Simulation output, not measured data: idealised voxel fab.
process module | voxel ribs on slabs
cross-section cut | 290 nm wide | cells 5 nm
A cross-section is a grid of square cells, given in bands from the top down. A band is one or more rows of cells.
Each band's line starts with the height of the band's top and of its bottom, in nm. Then come its materials from left to right, each with its width in nm. One material with "throughout" fills the band from edge to edge. "air" is empty space.
Height 0 is the level under which the wafer as received is all one material. The lowest band goes on downwards, as in "0 down".
A width such as "30 to 40" changes by the same amount from each row of cells to the next, from the band's top row to its bottom row.
"no change" after a step means that no cell of the cross-section changed.
closed voids: empty space of 8 cells or more with no open way to the top, each as width x height at its distance from the left edge, in nm
after a step's settings: what the simulator itself notes on the step
overlay nm, on a step with a mask: how far to the right of its planned place the mask lay; to the left if negative
plan
1 op RECEIVE | material Si
2 op DIRECTIONAL_DEP | material SiO2 | thk nm 25
3 op DIRECTIONAL_DEP | material polySi | thk nm 20
4 op DIRECTIONAL_DEP | material aC | thk nm 15
5 op PATTERN | tone cover | mask id RIB | material resist | width nm 25 | thk nm 35 | overlay nm 0
6 op DIRECTIONAL_ETCH | etch materials aC | depth nm 15
7 op STRIP | etch materials resist
8 op DIRECTIONAL_ETCH | etch materials polySi | depth nm 5
9 op STRIP | etch materials aC
10 op DIRECTIONAL_DEP | material aC | thk nm 15
11 op PATTERN | tone cover | mask id SLAB | material resist | width nm 85 | thk nm 30 | overlay nm 0
12 op DIRECTIONAL_ETCH | etch materials aC | depth nm 15
13 op STRIP | etch materials resist
14 op DIRECTIONAL_ETCH | etch materials polySi | depth nm 15
15 op STRIP | etch materials aC
16 op FILL_DEP | material SiO2 | thk nm 20
17 op CMP | height nm 55
18 op DIRECTIONAL_DEP | material TiN | thk nm 10
19 op PATTERN | tone cover | mask id HEATER | material resist | width nm 35 | thk nm 20 | overlay nm 0
20 op DIRECTIONAL_ETCH | etch materials TiN | depth nm 10
21 op STRIP | etch materials resist
22 op CONFORMAL_DEP | material SiO2 | thk nm 10
first wafer, as planned
as received, after step 1
  0 down: Si throughout
  closed voids: none
after step 2
  25 to 0: SiO2 throughout
  below 0: unchanged
after step 3
  45 to 25: polySi throughout
  below 25: unchanged
after step 4
  60 to 45: aC throughout
  below 45: unchanged
after step 5
  95 to 60: air 130 | resist 25 | air 135
  below 60: unchanged
after step 6
  80 to 60: air 130 | resist 25 | air 135
  60 to 45: air 130 | aC 25 | air 135
  below 45: unchanged
after step 7
  60 to 45: air 130 | aC 25 | air 135
  below 45: unchanged
after step 8
  60 to 45: air 130 | aC 25 | air 135
  45 to 40: air 130 | polySi 25 | air 135
  below 40: unchanged
after step 9
  45 to 40: air 130 | polySi 25 | air 135
  below 40: unchanged
after step 10
  60 to 55: air 130 | aC 25 | air 135
  55 to 45: aC throughout
  45 to 40: aC 130 | polySi 25 | aC 135
  below 40: unchanged
after step 11
  90 to 60: air 100 | resist 85 | air 105
  60 to 55: air 100 | resist 30 | aC 25 | resist 30 | air 105
  below 55: unchanged
after step 12
  75 to 60: air 100 | resist 85 | air 105
  60 to 55: air 100 | resist 30 | aC 25 | resist 30 | air 105
  55 to 45: air 100 | aC 85 | air 105
  45 to 40: air 100 | aC 30 | polySi 25 | aC 30 | air 105
  below 40: unchanged
after step 13
  60 to 55: air 130 | aC 25 | air 135
  below 55: unchanged
after step 14
  60 to 55: air 130 | aC 25 | air 135
  55 to 45: air 100 | aC 85 | air 105
  45 to 40: air 100 | aC 30 | polySi 25 | aC 30 | air 105
  40 to 25: air 100 | polySi 85 | air 105
  below 25: unchanged
after step 15
  45 to 40: air 130 | polySi 25 | air 135
  below 40: unchanged
after step 16
  65 to 45: SiO2 throughout
  45 to 40: SiO2 130 | polySi 25 | SiO2 135
  40 to 25: SiO2 100 | polySi 85 | SiO2 105
  below 25: unchanged
after step 17
  55 to 45: SiO2 throughout
  below 45: unchanged
after step 18
  65 to 55: TiN throughout
  below 55: unchanged
after step 19
  85 to 65: air 125 | resist 35 | air 130
  below 65: unchanged
after step 20
  85 to 65: air 125 | resist 35 | air 130
  65 to 55: air 125 | TiN 35 | air 130
  below 55: unchanged
after step 21
  65 to 55: air 125 | TiN 35 | air 130
  below 55: unchanged
after step 22
  75 to 65: air 115 | SiO2 55 | air 120
  65 to 55: SiO2 125 | TiN 35 | SiO2 130
  below 55: unchanged
second wafer: like start, like plan, one mistake. Through step 21 it matches the first wafer
when step 22 should have ended: no change
what went wrong: step 22 was left out
at the end the second wafer has, in cells: 124 fewer of SiO2
